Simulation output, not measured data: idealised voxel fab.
process module | voxel quadruple lines
cross-section cut | 230 nm wide | cells 5 nm
A cross-section is a grid of square cells, given in bands from the top down. A band is one or more rows of cells.
Each band's line starts with the height of the band's top and of its bottom, in nm. Then come its materials from left to right, each with its width in nm. One material with "throughout" fills the band from edge to edge. "air" is empty space.
Height 0 is the level under which the wafer as received is all one material. The lowest band goes on downwards, as in "0 down".
A width such as "30 to 40" changes by the same amount from each row of cells to the next, from the band's top row to its bottom row.
"no change" after a step means that no cell of the cross-section changed.
closed voids: empty space of 8 cells or more with no open way to the top, each as width x height at its distance from the left edge, in nm
after a step's settings: what the simulator itself notes on the step
overlay nm, on a step with a mask: how far to the right of its planned place the mask lay; to the left if negative
plan
1 op RECEIVE | material Si
2 op CONFORMAL_DEP | material Al2O3 | thk nm 5
3 op DIRECTIONAL_DEP | material W | thk nm 10
4 op DIRECTIONAL_DEP | material polySi | thk nm 15
5 op DIRECTIONAL_DEP | material aC | thk nm 25
6 op PATTERN | tone cover | mask id MANDREL | material resist | width nm 25 | pitch nm 80 | thk nm 35 | overlay nm 0
7 op DIRECTIONAL_ETCH | etch materials aC | depth nm 25
8 op STRIP | etch materials resist
9 op CONFORMAL_DEP | material SiO2 | thk nm 15
10 op DIRECTIONAL_ETCH | etch materials SiO2 | depth nm 15
11 op STRIP | etch materials aC
12 op DIRECTIONAL_ETCH | etch materials polySi | depth nm 15
13 op STRIP | etch materials SiO2
14 op CONFORMAL_DEP | material SiN | thk nm 5
15 op DIRECTIONAL_ETCH | etch materials SiN | depth nm 5
16 op STRIP | etch materials polySi
17 op DIRECTIONAL_ETCH | etch materials W | depth nm 10
18 op STRIP | etch materials SiN
19 op FILL_DEP | material lowk | thk nm 5
20 op CMP | height nm 15
first wafer, as planned
as received, after step 1
  0 down: Si throughout
  closed voids: none
after step 2
  5 to 0: Al2O3 throughout
  below 0: unchanged
after step 3
  15 to 5: W throughout
  below 5: unchanged
after step 4
  30 to 15: polySi throughout
  below 15: unchanged
after step 5
  55 to 30: aC throughout
  below 30: unchanged
after step 6
  90 to 55: air 60 | resist 25 | air 55 | resist 25 | air 65
  below 55: unchanged
after step 7
  65 to 55: air 60 | resist 25 | air 55 | resist 25 | air 65
  55 to 30: air 60 | aC 25 | air 55 | aC 25 | air 65
  below 30: unchanged
after step 8
  55 to 30: air 60 | aC 25 | air 55 | aC 25 | air 65
  below 30: unchanged
after step 9
  70 to 55: air 45 | SiO2 55 | air 25 | SiO2 55 | air 50
  55 to 45: air 45 | SiO2 15 | aC 25 | SiO2 15 | air 25 | SiO2 15 | aC 25 | SiO2 15 | air 50
  45 to 30: SiO2 60 | aC 25 | SiO2 55 | aC 25 | SiO2 65
  below 30: unchanged
after step 10
  55 to 30: air 45 | SiO2 15 | aC 25 | SiO2 15 | air 25 | SiO2 15 | aC 25 | SiO2 15 | air 50
  below 30: unchanged
after step 11
  55 to 30: air 45 | SiO2 15 | air 25 | SiO2 15 | air 25 | SiO2 15 | air 25 | SiO2 15 | air 50
  below 30: unchanged
after step 12
  55 to 30: air 45 | SiO2 15 | air 25 | SiO2 15 | air 25 | SiO2 15 | air 25 | SiO2 15 | air 50
  30 to 15: air 45 | polySi 15 | air 25 | polySi 15 | air 25 | polySi 15 | air 25 | polySi 15 | air 50
  below 15: unchanged
after step 13
  30 to 15: air 45 | polySi 15 | air 25 | polySi 15 | air 25 | polySi 15 | air 25 | polySi 15 | air 50
  below 15: unchanged
after step 14
  35 to 30: air 40 | SiN 25 | air 15 | SiN 25 | air 15 | SiN 25 | air 15 | SiN 25 | air 45
  30 to 20: air 40 | SiN 5 | polySi 15 | SiN 5 | air 15 | SiN 5 | polySi 15 | SiN 5 | air 15 | SiN 5 | polySi 15 | SiN 5 | air 15 | SiN 5 | polySi 15 | SiN 5 | air 45
  20 to 15: SiN 45 | polySi 15 | SiN 25 | polySi 15 | SiN 25 | polySi 15 | SiN 25 | polySi 15 | SiN 50
  below 15: unchanged
after step 15
  30 to 15: air 40 | SiN 5 | polySi 15 | SiN 5 | air 15 | SiN 5 | polySi 15 | SiN 5 | air 15 | SiN 5 | polySi 15 | SiN 5 | air 15 | SiN 5 | polySi 15 | SiN 5 | air 45
  below 15: unchanged
after step 16
  30 to 15: air 40 | SiN 5 | air 15 | SiN 5 | air 15 | SiN 5 | air 15 | SiN 5 | air 15 | SiN 5 | air 15 | SiN 5 | air 15 | SiN 5 | air 15 | SiN 5 | air 45
  below 15: unchanged
after step 17
  30 to 15: air 40 | SiN 5 | air 15 | SiN 5 | air 15 | SiN 5 | air 15 | SiN 5 | air 15 | SiN 5 | air 15 | SiN 5 | air 15 | SiN 5 | air 15 | SiN 5 | air 45
  15 to 5: air 40 | W 5 | air 15 | W 5 | air 15 | W 5 | air 15 | W 5 | air 15 | W 5 | air 15 | W 5 | air 15 | W 5 | air 15 | W 5 | air 45
  below 5: unchanged
after step 18
  15 to 5: air 40 | W 5 | air 15 | W 5 | air 15 | W 5 | air 15 | W 5 | air 15 | W 5 | air 15 | W 5 | air 15 | W 5 | air 15 | W 5 | air 45
  below 5: unchanged
after step 19
  20 to 15: lowk throughout
  15 to 5: lowk 40 | W 5 | lowk 15 | W 5 | lowk 15 | W 5 | lowk 15 | W 5 | lowk 15 | W 5 | lowk 15 | W 5 | lowk 15 | W 5 | lowk 15 | W 5 | lowk 45
  below 5: unchanged
after step 20
  15 to 5: lowk 40 | W 5 | lowk 15 | W 5 | lowk 15 | W 5 | lowk 15 | W 5 | lowk 15 | W 5 | lowk 15 | W 5 | lowk 15 | W 5 | lowk 15 | W 5 | lowk 45
  below 5: unchanged
second wafer: like start, like plan, one mistake. Through step 11 it matches the first wafer
when step 12 should have ended
  55 to 30: air 45 | SiO2 15 | air 25 | SiO2 15 | air 25 | SiO2 15 | air 25 | SiO2 15 | air 50
  30 to 15: air 45 | polySi 15 | air 25 | polySi 15 | air 25 | polySi 15 | air 25 | polySi 15 | air 50
  below 15: unchanged
when step 13 should have ended
  30 to 15: air 45 | polySi 15 | air 25 | polySi 15 | air 25 | polySi 15 | air 25 | polySi 15 | air 50
  below 15: unchanged
when step 14 should have ended
  35 to 30: air 40 | SiN 25 | air 15 | SiN 25 | air 15 | SiN 25 | air 15 | SiN 25 | air 45
  30 to 20: air 40 | SiN 5 | polySi 15 | SiN 5 | air 15 | SiN 5 | polySi 15 | SiN 5 | air 15 | SiN 5 | polySi 15 | SiN 5 | air 15 | SiN 5 | polySi 15 | SiN 5 | air 45
  20 to 15: SiN 45 | polySi 15 | SiN 25 | polySi 15 | SiN 25 | polySi 15 | SiN 25 | polySi 15 | SiN 50
  below 15: unchanged
when step 15 should have ended
  30 to 15: air 40 | SiN 5 | polySi 15 | SiN 5 | air 15 | SiN 5 | polySi 15 | SiN 5 | air 15 | SiN 5 | polySi 15 | SiN 5 | air 15 | SiN 5 | polySi 15 | SiN 5 | air 45
  below 15: unchanged
when step 16 should have ended
  30 to 15: air 40 | SiN 5 | air 15 | SiN 5 | air 15 | SiN 5 | air 15 | SiN 5 | air 15 | SiN 5 | air 15 | SiN 5 | air 15 | SiN 5 | air 15 | SiN 5 | air 45
  below 15: unchanged
when step 17 should have ended
  30 to 15: air 40 | SiN 5 | air 15 | SiN 5 | air 15 | SiN 5 | air 15 | SiN 5 | air 15 | SiN 5 | air 15 | SiN 5 | air 15 | SiN 5 | air 15 | SiN 5 | air 45
  15 to 5: air 40 | W 5 | air 15 | W 5 | air 15 | W 5 | air 15 | W 5 | air 15 | W 5 | air 15 | W 5 | air 15 | W 5 | air 15 | W 5 | air 45
  below 5: unchanged
when step 18 should have ended
  15 to 5: air 40 | W 5 | air 15 | W 5 | air 15 | W 5 | air 15 | W 5 | air 15 | W 5 | air 15 | W 5 | air 15 | W 5 | air 15 | W 5 | air 45
  below 5: unchanged
when step 19 should have ended
  20 to 15: lowk throughout
  15 to 5: lowk 40 | W 5 | lowk 15 | W 5 | lowk 15 | W 5 | lowk 15 | W 5 | lowk 15 | W 5 | lowk 15 | W 5 | lowk 15 | W 5 | lowk 15 | W 5 | lowk 45
  below 5: unchanged
when step 20 should have ended
  15 to 5: lowk 40 | W 5 | lowk 15 | W 5 | lowk 15 | W 5 | lowk 15 | W 5 | lowk 15 | W 5 | lowk 15 | W 5 | lowk 15 | W 5 | lowk 15 | W 5 | lowk 45
  below 5: unchanged
what went wrong: step 12 was run twice
at the end the two cross-sections are the same: no effect in what this model computes
